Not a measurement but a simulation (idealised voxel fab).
Process module name: voxel gate over fins
FYI the section here is cut, 290 nm wide, cells are 5 nm squares.
Heads up, the way a cross-section reads in here is a grid of square cells, handed over as bands from the top down, with every band being one or more rows of cells. What a band's entry tells you: where the top is and where the bottom is, as heights in nm, and after that what lies inside, material by material from left to right, each with its width in nm. Empty space is written as the word "empty", and a single material marked with the word "throughout" occupies the band from edge to edge. Heights are measured from 0, the level below which the as-received wafer is all one material; the lowest band has no bottom and continues downward, written as in "0 and below". You'd read "30..40" like this: the band's top row of cells is as wide as the first number, its bottom row is as wide as the second, and going down, every row changes width by the same amount as the row before did. For the purposes of this document, the phrase "everything unchanged" attached to a step denotes that no cell within the cross-section was modified by that step. Reported under the label "Closed void inventory" are the empty spaces having no open way to the top and comprising 8 cells or more; the notation for each is width x height at distance, in which the distance is measured from the left edge and all three values are in nm. Post-settings text on a step line: simulator's own remark regarding the step. You can add "overlay nm" to a step's line. For a step with a mask, it describes how far the mask lay to the right of its planned position, and a negative number describes a lay to the left.

# The planned process steps are enumerated hereunder
1. RECEIVE, material Si
2. CONFORMAL_DEP, material SiN, thk nm 5
3. DIRECTIONAL_DEP, material aC, thk nm 10
4. PATTERN, tone cover, mask id FINS, material resist, width nm 15, pitch nm 55, thk nm 30, overlay nm 0
5. DIRECTIONAL_ETCH, etch materials aC, depth nm 10
6. STRIP, etch materials resist
7. DIRECTIONAL_ETCH, etch materials SiN, depth nm 5
8. DIRECTIONAL_ETCH, etch materials Si, depth nm 35
9. STRIP, etch materials aC
10. FILL_DEP, material SiO2, thk nm 15
11. CMP, height nm 5
12. DIRECTIONAL_DEP, material aC, thk nm 15
13. PATTERN, tone open, mask id RAIL, material resist, width nm 15, thk nm 35, overlay nm 0
14. DIRECTIONAL_ETCH, etch materials aC, depth nm 15
15. STRIP, etch materials resist
16. DIRECTIONAL_ETCH, etch materials SiO2, depth nm 35
17. STRIP, etch materials aC
18. CONFORMAL_DEP, material TiN, thk nm 5
19. FILL_DEP, material Ru, thk nm 5
20. CMP, height nm 5
21. SELECTIVE_ETCH, etch materials W Ru TiN, depth nm 20
22. FILL_DEP, material SiO2, thk nm 5
23. CMP, height nm 5
24. SELECTIVE_ETCH, etch materials SiO2, depth nm 15
25. STRIP, etch materials SiN
26. CONFORMAL_DEP, material HfO2, thk nm 5
27. CONFORMAL_DEP, material TiN, thk nm 5
28. CONFORMAL_DEP, material TiAl, thk nm 5
29. CONFORMAL_DEP, material TiN, thk nm 5
30. FILL_DEP, material W, thk nm 15
31. CMP, height nm 30
32. CONFORMAL_DEP, material SiCN, thk nm 10

# Step 1 complete: cross-section of the wafer as received
  0 and below | Si throughout
  Closed void inventory: none

# Cross-sectional view of the first of the two wafers upon completion of the module, processed in accordance with the plan
  40 down to 30 | SiCN throughout
  30 down to 20 | W throughout
  20 down to 15 | 90 of W; 110 of TiN; 90 of W
  15 down to 10 | 90 of W; 5 of TiN; 45 of TiAl; 10 of TiN; 45 of TiAl; 5 of TiN; 90 of W
  10 down to 5 | 95 of TiN; 5 of TiAl; 35 of TiN; 5 of TiAl; 10 of TiN; 5 of TiAl; 35 of TiN; 5 of TiAl; 95 of TiN
  5 down to 0 | 100 of TiAl; 5 of TiN; 25 of HfO2; 5 of TiN; 20 of TiAl; 5 of TiN; 25 of HfO2; 5 of TiN; 100 of TiAl
  0 down to -5 | 105 of TiN; 5 of HfO2; 15 of Si; 5 of HfO2; 30 of TiN; 5 of HfO2; 15 of Si; 5 of HfO2; 105 of TiN
  -5 down to -10 | 110 of HfO2; 15 of Si; 40 of HfO2; 15 of Si; 110 of HfO2
  -10 down to -15 | 110 of SiO2; 15 of Si; 40 of SiO2; 15 of Si; 110 of SiO2
  -15 down to -25 | 110 of SiO2; 15 of Si; 10 of SiO2; 5 of TiN; 5 of Ru; 5 of TiN; 15 of SiO2; 15 of Si; 110 of SiO2
  -25 down to -30 | 110 of SiO2; 15 of Si; 10 of SiO2; 15 of TiN; 15 of SiO2; 15 of Si; 110 of SiO2
  -30 down to -35 | 110 of SiO2; 15 of Si; 40 of SiO2; 15 of Si; 110 of SiO2
  -35 and below | Si throughout
  Closed void inventory: none

# Cross-section of the latter of the two wafers at module completion. It had an identical start and an identical plan to the former; in running it, one mistake was made
  45 down to 30 | SiCN throughout
  30 down to 20 | W throughout
  20 down to 15 | 90 of W; 110 of TiN; 90 of W
  15 down to 10 | 90 of W; 5 of TiN; 45 of TiAl; 10 of TiN; 45 of TiAl; 5 of TiN; 90 of W
  10 down to 5 | 95 of TiN; 5 of TiAl; 35 of TiN; 5 of TiAl; 10 of TiN; 5 of TiAl; 35 of TiN; 5 of TiAl; 95 of TiN
  5 down to 0 | 100 of TiAl; 5 of TiN; 25 of HfO2; 5 of TiN; 20 of TiAl; 5 of TiN; 25 of HfO2; 5 of TiN; 100 of TiAl
  0 down to -5 | 105 of TiN; 5 of HfO2; 15 of Si; 5 of HfO2; 30 of TiN; 5 of HfO2; 15 of Si; 5 of HfO2; 105 of TiN
  -5 down to -10 | 110 of HfO2; 15 of Si; 40 of HfO2; 15 of Si; 110 of HfO2
  -10 down to -15 | 110 of SiO2; 15 of Si; 40 of SiO2; 15 of Si; 110 of SiO2
  -15 down to -25 | 110 of SiO2; 15 of Si; 10 of SiO2; 5 of TiN; 5 of Ru; 5 of TiN; 15 of SiO2; 15 of Si; 110 of SiO2
  -25 down to -30 | 110 of SiO2; 15 of Si; 10 of SiO2; 15 of TiN; 15 of SiO2; 15 of Si; 110 of SiO2
  -30 down to -35 | 110 of SiO2; 15 of Si; 40 of SiO2; 15 of Si; 110 of SiO2
  -35 and below | Si throughout
  Closed void inventory: none
Plan not followed: step 32 did not happen as planned, as run it was CONFORMAL_DEP, material SiCN, thk nm 15
Heads up, by the end the second wafer has more or fewer cells of some materials compared to the first: SiCN: 58 more
